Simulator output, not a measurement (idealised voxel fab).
The process module presented herein is designated voxel self aligned contacts.
Section shown: cut. Width: 260 nm. Cell size: 5 nm, square.
Throughout this document, each cross-section is represented as a grid of square cells and is presented as a sequence of bands enumerated from the top downward, where a band comprises one or more rows of cells.
For a band, the entry starts with two heights in nm, that of the top and then that of the bottom, and carries on with the band's materials in order from left to right, each alongside its width in nm; the word "throughout" beside a single material means it fills the band edge to edge, and "empty" means empty space.
It should be noted that heights are counted from 0, beneath which the wafer as supplied is of one material throughout, and that the lowest band possesses no lower boundary but continues downward, as written in "z 0 and below".
You'd read "30->40" like this: the band's top row of cells is as wide as the first number, its bottom row is as wide as the second, and going down, every row changes width by the same amount as the row before did.
Given "stayed the same" for a step, no cell of the cross-section differs between before and after that step.
You'll see "Fully sealed voids" listing empty spaces that have no way open to the top, as long as they're 8 cells or more; the notation is width x height at distance, where the distance is from the left edge, and all of it is in nm.
after a step's settings: what the simulator itself notes on the step
If you see "overlay nm" on a step's line and that step has a mask, it's telling you how far right of where it was planned the mask ended up; a negative number means it went left instead.
The remainder of this document consists of a sequence of paired cross-sections. Each pair presents the cross-section prior to one process step together with the cross-section following it, the latter being rendered only as deep as the lowest band that underwent change. The intervening step, together with its settings, is stated beneath each pair. Because the pairs may originate from different runs of this module on the same starting wafer, a given pair is to be read as continuing from the preceding pair only where its entry headed "Preceding state" so indicates.

Preceding state:
    z 55 to 50  115 TiN  25 empty  120 TiN
    z 50 to 45  110 SiO2  15 TiN  5 empty  15 TiN  115 SiO2
    z 45 to 30  80 SiO2  40 SiN  5 TiN  5 empty  5 TiN  40 SiN  85 SiO2
    z 30 to 0  80 SiO2  5 SiN  30 polySi  5 SiN  5 TiN  5 empty  5 TiN  5 SiN  30 polySi  5 SiN  85 SiO2
    z 0 to -5  120 SiO2  15 TiN  125 SiO2
    z -5 and below  Si throughout
    Fully sealed voids: none

Post-Step Snapshot:
    z 60 to 55  SiN throughout
    z 55 to 50  115 TiN  25 SiN  120 TiN
    z 50 to 45  110 SiO2  15 TiN  5 SiN  15 TiN  115 SiO2
    z 45 to 30  80 SiO2  40 SiN  5 TiN  5 SiN  5 TiN  40 SiN  85 SiO2
    z 30 to 0  80 SiO2  5 SiN  30 polySi  5 SiN  5 TiN  5 SiN  5 TiN  5 SiN  30 polySi  5 SiN  85 SiO2
    Beneath the level 0, the cross-section is identical to its previous state.
    Fully sealed voids: none
Processing between the before and after sections above: FILL_DEP, material SiN, thk nm 5

Preceding state: The prior state of this step coincides with the post-step cross-section of the pair just above.

Post-Step Snapshot:
    z 50 to 45  110 SiO2  15 TiN  5 SiN  15 TiN  115 SiO2
    Beneath the level 45, the cross-section is identical to its previous state.
    Fully sealed voids: none
Processing between the before and after sections above: CMP, height nm 50

Preceding state: The prior state of this step coincides with the post-step cross-section of the pair just above.

Post-Step Snapshot:
    z 55 to 50  SiN throughout
    Beneath the level 50, the cross-section is identical to its previous state.
    Fully sealed voids: none
Processing between the before and after sections above: CONFORMAL_DEP, material SiN, thk nm 5

Preceding state:
    z 55 to 45  aC throughout
    z 45 to 30  SiN throughout
    z 30 to 0  polySi throughout
    z 0 to -5  SiO2 throughout
    z -5 and below  Si throughout
    Fully sealed voids: none

Post-Step Snapshot:
    z 85 to 55  85 resist  30 empty  25 resist  30 empty  90 resist
    Beneath the level 55, the cross-section is identical to its previous state.
    Fully sealed voids: none
Processing between the before and after sections above: PATTERN, tone open, mask id GATE, material resist, width nm 30, pitch nm 55, thk nm 30, overlay nm 0

Preceding state: The prior state of this step coincides with the post-step cross-section of the pair just above.

Post-Step Snapshot:
    z 75 to 55  85 resist  30 empty  25 resist  30 empty  90 resist
    z 55 to 45  85 aC  30 empty  25 aC  30 empty  90 aC
    Beneath the level 45, the cross-section is identical to its previous state.
    Fully sealed voids: none
Processing between the before and after sections above: DIRECTIONAL_ETCH, etch materials aC, depth nm 10

Preceding state: The prior state of this step coincides with the post-step cross-section of the pair just above.

Post-Step Snapshot:
    z 55 to 45  85 aC  30 empty  25 aC  30 empty  90 aC
    Beneath the level 45, the cross-section is identical to its previous state.
    Fully sealed voids: none
Processing between the before and after sections above: STRIP, etch materials resist

Preceding state: The prior state of this step coincides with the post-step cross-section of the pair just above.

Post-Step Snapshot:
    z 55 to 45  85 aC  30 empty  25 aC  30 empty  90 aC
    z 45 to 30  85 SiN  30 empty  25 SiN  30 empty  90 SiN
    Beneath the level 30, the cross-section is identical to its previous state.
    Fully sealed voids: none
Processing between the before and after sections above: DIRECTIONAL_ETCH, etch materials SiN, depth nm 15

Preceding state: The prior state of this step coincides with the post-step cross-section of the pair just above.

Post-Step Snapshot:
    z 55 to 45  85 aC  30 empty  25 aC  30 empty  90 aC
    z 45 to 30  85 SiN  30 empty  25 SiN  30 empty  90 SiN
    z 30 to 0  85 polySi  30 empty  25 polySi  30 empty  90 polySi
    Beneath the level 0, the cross-section is identical to its previous state.
    Fully sealed voids: none
Processing between the before and after sections above: DIRECTIONAL_ETCH, etch materials polySi, depth nm 30

Preceding state: The prior state of this step coincides with the post-step cross-section of the pair just above.

Post-Step Snapshot:
    z 45 to 30  85 SiN  30 empty  25 SiN  30 empty  90 SiN
    Beneath the level 30, the cross-section is identical to its previous state.
    Fully sealed voids: none
Processing between the before and after sections above: STRIP, etch materials aC

Preceding state: The prior state of this step coincides with the post-step cross-section of the pair just above.

Post-Step Snapshot:
    z 50 to 30  90 SiN  20 empty  35 SiN  20 empty  95 SiN
    z 30 to 5  85 polySi  5 SiN  20 empty  5 SiN  25 polySi  5 SiN  20 empty  5 SiN  90 polySi
    z 5 to 0  85 polySi  30 SiN  25 polySi  30 SiN  90 polySi
    Beneath the level 0, the cross-section is identical to its previous state.
    Fully sealed voids: none
Processing between the before and after sections above: CONFORMAL_DEP, material SiN, thk nm 5

Preceding state: The prior state of this step coincides with the post-step cross-section of the pair just above.

Post-Step Snapshot:
    z 45 to 30  90 SiN  20 empty  35 SiN  20 empty  95 SiN
    z 30 to 0  85 polySi  5 SiN  20 empty  5 SiN  25 polySi  5 SiN  20 empty  5 SiN  90 polySi
    Beneath the level 0, the cross-section is identical to its previous state.
    Fully sealed voids: none
Processing between the before and after sections above: DIRECTIONAL_ETCH, etch materials SiN, depth nm 5

Preceding state: The prior state of this step coincides with the post-step cross-section of the pair just above.

Post-Step Snapshot:
    z 60 to 45  SiO2 throughout
    z 45 to 30  90 SiN  20 SiO2  35 SiN  20 SiO2  95 SiN
    z 30 to 0  85 polySi  5 SiN  20 SiO2  5 SiN  25 polySi  5 SiN  20 SiO2  5 SiN  90 polySi
    Beneath the level 0, the cross-section is identical to its previous state.
    Fully sealed voids: none
Processing between the before and after sections above: FILL_DEP, material SiO2, thk nm 15

Preceding state: The prior state of this step coincides with the post-step cross-section of the pair just above.

Post-Step Snapshot:
    z 50 to 45  SiO2 throughout
    Beneath the level 45, the cross-section is identical to its previous state.
    Fully sealed voids: none
Processing between the before and after sections above: CMP, height nm 50

Preceding state: The prior state of this step coincides with the post-step cross-section of the pair just above.

Post-Step Snapshot:
    z 50 to 45  110 SiO2  35 empty  115 SiO2
    Beneath the level 45, the cross-section is identical to its previous state.
    Fully sealed voids: none
Processing between the before and after sections above: MASKED_ETCH, tone open, mask id CONTACT, width nm 35, etch materials SiO2, depth nm 55, overlay nm 0

Preceding state: The prior state of this step coincides with the post-step cross-section of the pair just above.

Post-Step Snapshot:
    z 55 to 50  115 TiN  25 empty  120 TiN
    z 50 to 45  110 SiO2  35 TiN  115 SiO2
    Beneath the level 45, the cross-section is identical to its previous state.
    Fully sealed voids: none
Processing between the before and after sections above: CONFORMAL_DEP, material TiN, thk nm 5

Preceding state: The prior state of this step coincides with the post-step cross-section of the pair just above.

Post-Step Snapshot:
    z 60 to 55  Ru throughout
    z 55 to 50  115 TiN  25 Ru  120 TiN
    Beneath the level 50, the cross-section is identical to its previous state.
    Fully sealed voids: none
Processing between the before and after sections above: FILL_DEP, material Ru, thk nm 5

Preceding state: The prior state of this step coincides with the post-step cross-section of the pair just above.

Post-Step Snapshot:
    z 50 to 45  110 SiO2  35 TiN  115 SiO2
    Beneath the level 45, the cross-section is identical to its previous state.
    Fully sealed voids: none
Processing between the before and after sections above: CMP, height nm 50

Preceding state: The prior state of this step coincides with the post-step cross-section of the pair just above.

Post-Step Snapshot:
    z 55 to 50  SiN throughout
    Beneath the level 50, the cross-section is identical to its previous state.
    Fully sealed voids: none
Processing between the before and after sections above: CONFORMAL_DEP, material SiN, thk nm 5
